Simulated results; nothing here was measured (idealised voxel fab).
This is a process module. Its name is voxel fin reveal.
The cross-section on display is named cut; it measures 215 nm wide, and its cells are 5 nm squares.
Cross-section, as written here: a square-cell grid given band by band from the top down, where a band holds one or more rows of cells. Read a band's entry like this: the first values are the height of its top and the height of its bottom in nm, and what follows is the sequence of materials from left to right, each with its width in nm. Note that "air" is empty space, and that a single material marked "throughout" reaches across the band from edge to edge. Note: height 0 marks the level under which the wafer is uniformly one material as received. Lowest band unbounded below, written "0 -> down". A width given as "30->40" starts at the first number in the band's top row and ends at the second number in its bottom row, shifting by an equal amount at every step from row to row. Basically "nothing was modified" means that step didn't change any cell in the cross-section. Fully sealed voids: empty space of 8 cells or more with no open way to the top, each as width x height at its distance from the left edge, in nm. Post-settings text on a step line: simulator's own remark regarding the step. A step's line can hold "overlay nm"; with a mask on that step, the setting says how far right of the planned place the mask lay, while a negative setting says it lay to the left.

The steps planned for the process are as follows:
1) RECEIVE | material Si
2) CONFORMAL_DEP | material SiN | thk nm 10
3) MASKED_ETCH | tone cover | mask id FINS | width nm 15 | pitch nm 35 | etch materials SiN | depth nm 10 | overlay nm 0
4) MASKED_ETCH | tone cover | mask id FINS | width nm 15 | pitch nm 35 | etch materials Si | depth nm 35 | overlay nm 0
5) FILL_DEP | material SiO2 | thk nm 10
6) CMP | height nm 10
7) SELECTIVE_ETCH | etch materials SiO2 | depth nm 20
8) STRIP | etch materials SiN
9) CONFORMAL_DEP | material SiO2 | thk nm 5

Delivered wafer in cross-section: state after step 1:
  0 -> down = Si throughout
  Fully sealed voids: none

The module was run from the start shown above using the plan shown above, but one mistake was made doing it; the resulting wafer cross-section is below:
  5 -> 0 = 75 of air, then 25 of SiN, then 10 of air, then 25 of SiN, then 80 of air
  0 -> -5 = 75 of air, then 5 of SiN, then 15 of Si, then 5 of SiN, then 10 of air, then 5 of SiN, then 15 of Si, then 5 of SiN, then 80 of air
  -5 -> -10 = 80 of SiN, then 15 of Si, then 20 of SiN, then 15 of Si, then 85 of SiN
  -10 -> -35 = 80 of SiO2, then 15 of Si, then 20 of SiO2, then 15 of Si, then 85 of SiO2
  -35 -> down = Si throughout
  Fully sealed voids: none
Finding, execution versus plan: for step 9, the planned setting was not used; the step was instead run as CONFORMAL_DEP | material SiN | thk nm 5
